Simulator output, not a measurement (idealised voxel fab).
process module | voxel capacitor over wiring
cross-section cut | 235 nm wide | cells 5 nm
A cross-section is a grid of square cells, given in bands from the top down. A band is one or more rows of cells.
Each band's line starts with the height of the band's top and of its bottom, in nm. Then come its materials from left to right, each with its width in nm. One material with "throughout" fills the band from edge to edge. "air" is empty space.
Height 0 is the level under which the wafer as received is all one material. The lowest band goes on downwards, as in "0 down".
A width such as "30 to 40" changes by the same amount from each row of cells to the next, from the band's top row to its bottom row.
"no change" after a step means that no cell of the cross-section changed.
closed voids: empty space of 8 cells or more with no open way to the top, each as width x height at its distance from the left edge, in nm
after a step's settings: what the simulator itself notes on the step
overlay nm, on a step with a mask: how far to the right of its planned place the mask lay; to the left if negative
plan
1 op RECEIVE | material Si
2 op CONFORMAL_DEP | material SiO2 | thk nm 15
3 op CONFORMAL_DEP | material SiN | thk nm 5
4 op DIRECTIONAL_DEP | material SiO2 | thk nm 15
5 op DIRECTIONAL_DEP | material aC | thk nm 10
6 op PATTERN | tone open | mask id METAL_1 | material resist | width nm 25 | pitch nm 90 | thk nm 30 | overlay nm 0
7 op DIRECTIONAL_ETCH | etch materials aC | depth nm 10
8 op STRIP | etch materials resist
9 op DIRECTIONAL_ETCH | etch materials SiO2 | depth nm 15
10 op DIRECTIONAL_ETCH | etch materials SiN | depth nm 5
11 op STRIP | etch materials aC
12 op CONFORMAL_DEP | material TiN | thk nm 5
13 op FILL_DEP | material Cu | thk nm 5
14 op CMP | height nm 35
15 op EPI | material Ru | thk nm 5
16 op FILL_DEP | material SiCN | thk nm 5
17 op DIRECTIONAL_DEP | material lowk | thk nm 15
18 op DIRECTIONAL_DEP | material aC | thk nm 10
19 op PATTERN | tone open | mask id PLUG_1 | material resist | width nm 15 | thk nm 30 | overlay nm 0
20 op DIRECTIONAL_ETCH | etch materials aC | depth nm 10
21 op STRIP | etch materials resist
22 op DIRECTIONAL_ETCH | etch materials lowk | depth nm 15
23 op DIRECTIONAL_ETCH | etch materials SiCN | depth nm 5
24 op STRIP | etch materials aC
25 op EPI | material Ru | thk nm 10
26 op EPI | material Ru | thk nm 10
27 op DIRECTIONAL_DEP | material TiN | thk nm 5
28 op DIRECTIONAL_DEP | material Al2O3 | thk nm 5
29 op DIRECTIONAL_DEP | material TiN | thk nm 10
30 op MASKED_ETCH | tone cover | mask id UPPER_PLATE | width nm 70 | etch materials TiN | depth nm 10 | overlay nm 0
31 op MASKED_ETCH | tone cover | mask id UPPER_PLATE | width nm 70 | etch materials Al2O3 | depth nm 5 | overlay nm 0
32 op DIRECTIONAL_DEP | material aC | thk nm 15
33 op PATTERN | tone cover | mask id LOWER_PLATE | material resist | width nm 80 | thk nm 35 | overlay nm 0
34 op DIRECTIONAL_ETCH | etch materials aC | depth nm 15
35 op STRIP | etch materials resist
36 op DIRECTIONAL_ETCH | etch materials TiN | depth nm 5
37 op STRIP | etch materials aC
38 op FILL_DEP | material SiO2 | thk nm 15
39 op CMP | height nm 90
40 op DIRECTIONAL_DEP | material aC | thk nm 15
41 op PATTERN | tone open | mask id PLUG_2 | material resist | width nm 15 | thk nm 35 | overlay nm -15
42 op DIRECTIONAL_ETCH | etch materials aC | depth nm 15
43 op STRIP | etch materials resist
44 op DIRECTIONAL_ETCH | etch materials SiO2 | depth nm 10
45 op STRIP | etch materials aC
46 op CONFORMAL_DEP | material TiN | thk nm 5
47 op FILL_DEP | material Ru | thk nm 5
48 op CMP | height nm 90
49 op CONFORMAL_DEP | material SiCN | thk nm 5
varied across the wafers: overlay nm of step 41. The plan shows the first wafer's value. All wafers start alike
first wafer as received, after step 1
  0 down: Si throughout
  closed voids: none
each wafer at the end: cells of each material gained (+) or lost (-) since it was received, then its closed voids
overlay nm -15 | +14 Al2O3 | +18 Cu | +27 Ru | +124 SiCN | +37 SiN | +470 SiO2 | +71 TiN | +132 lowk | closed voids: none
overlay nm -10 | +14 Al2O3 | +18 Cu | +27 Ru | +124 SiCN | +37 SiN | +470 SiO2 | +71 TiN | +132 lowk | closed voids: none
overlay nm -5 | +14 Al2O3 | +18 Cu | +27 Ru | +124 SiCN | +37 SiN | +470 SiO2 | +71 TiN | +132 lowk | closed voids: none
overlay nm 0 | +14 Al2O3 | +18 Cu | +27 Ru | +124 SiCN | +37 SiN | +470 SiO2 | +71 TiN | +132 lowk | closed voids: none
overlay nm 5 | +14 Al2O3 | +18 Cu | +27 Ru | +124 SiCN | +37 SiN | +470 SiO2 | +71 TiN | +132 lowk | closed voids: none
overlay nm 10 | +14 Al2O3 | +18 Cu | +27 Ru | +124 SiCN | +37 SiN | +470 SiO2 | +71 TiN | +132 lowk | closed voids: none
overlay nm 15 | +14 Al2O3 | +18 Cu | +27 Ru | +124 SiCN | +37 SiN | +470 SiO2 | +71 TiN | +132 lowk | closed voids: none
